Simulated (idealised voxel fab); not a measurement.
This is a process module. Its name is voxel self aligned contacts.
This is section cut - it's 270 nm across, gridded in 5 nm square cells.
Format of a cross-section: grid, square cells. Given as bands. Order: top down. Band: one or more rows of cells.
For a band, the entry starts with two heights in nm, that of the top and then that of the bottom, and carries on with the band's materials in order from left to right, each alongside its width in nm; the word "throughout" beside a single material means it fills the band edge to edge, and "empty" means empty space.
For the purposes of this specification, 0 denotes the height below which the wafer in its as-received condition is composed wholly of one material, and the lowermost band, lacking a lower limit, extends downward without end, as expressed in "0 down".
The two numbers in a width such as "30->40" mark its ends across the band: the first belongs to the top row of cells, the second to the bottom row, and from each row to the next the width moves by the same amount.
Any step labelled "no alteration" changed none of the cells in the cross-section.
If an empty space has no open way to the top and is at least 8 cells in size, "Closed void list" lists it, written width x height at distance, where distance is measured from the left edge and every value is in nm.
Where a step's line continues beyond its settings, the continuation is a remark by the simulator itself on that step.
On any step carrying a mask, the "overlay nm" setting, if present on the step's line, tells how far right of its planned place the mask lay; negative values point to the left.
The planned process steps are enumerated hereunder
1. RECEIVE, material Si
2. OXIDIZE, depth nm 5
3. DIRECTIONAL_DEP, material polySi, thk nm 30
4. DIRECTIONAL_DEP, material SiN, thk nm 20
5. DIRECTIONAL_DEP, material aC, thk nm 15
6. PATTERN, tone cover, mask id GATE, material resist, width nm 25, pitch nm 55, thk nm 30, overlay nm 0
7. DIRECTIONAL_ETCH, etch materials aC, depth nm 15
8. STRIP, etch materials resist
9. DIRECTIONAL_ETCH, etch materials SiN, depth nm 20
10. DIRECTIONAL_ETCH, etch materials polySi, depth nm 30
11. STRIP, etch materials aC
12. CONFORMAL_DEP, material SiN, thk nm 5
13. DIRECTIONAL_ETCH, etch materials SiN, depth nm 5
14. FILL_DEP, material SiO2, thk nm 15
15. CMP, height nm 60
16. MASKED_ETCH, tone open, mask id CONTACT, width nm 40, etch materials SiO2, depth nm 65, overlay nm 0
17. CONFORMAL_DEP, material TiN, thk nm 5
18. FILL_DEP, material W, thk nm 5
19. CMP, height nm 60
20. CONFORMAL_DEP, material SiCN, thk nm 5
As received, after step 1
- 0 down | Si throughout
- Closed void list: none
Sectioned view, first of two wafers, at the close of the module, processed as intended in the plan
- 65 to 60 | SiCN throughout
- 60 to 50 | 115 of SiO2, 5->15 of TiN, 30->10 of W, 5->15 of TiN, 115 of SiO2
- 50 to 30 | 90 of SiO2, 35 of SiN, 5 of TiN, 10 of W, 5 of TiN, 35 of SiN, 90 of SiO2
- 30 to 0 | 90 of SiO2, 5 of SiN, 25 of polySi, 5 of SiN, 5 of TiN, 10 of W, 5 of TiN, 5 of SiN, 25 of polySi, 5 of SiN, 90 of SiO2
- 0 to -5 | 125 of SiO2, 20 of TiN, 125 of SiO2
- -5 down | Si throughout
- Closed void list: none
Cross-section of the latter of the two wafers at module completion. It had an identical start and an identical plan to the former; in running it, one mistake was made
- 65 to 60 | SiCN throughout
- 60 to 50 | 110->85 of W, 5->30 of TiN, 40 of SiO2, 5->30 of TiN, 110->85 of W
- 50 to 30 | 85 of W, 5 of TiN, 35 of SiN, 20 of SiO2, 35 of SiN, 5 of TiN, 85 of W
- 30 to 0 | 85 of W, 5 of TiN, 5 of SiN, 25 of polySi, 5 of SiN, 20 of SiO2, 5 of SiN, 25 of polySi, 5 of SiN, 5 of TiN, 85 of W
- 0 to -5 | 90 of TiN, 90 of SiO2, 90 of TiN
- -5 down | Si throughout
- Closed void list: none
Short version of what went wrong: step 16 did not use the planned setting and instead ran as MASKED_ETCH, tone cover, mask id CONTACT, width nm 40, etch materials SiO2, depth nm 65, overlay nm 0
Bottom line after processing is that, in cells, the second wafer is up or down on some materials versus the first: SiO2 -428; TiN +38; W +390
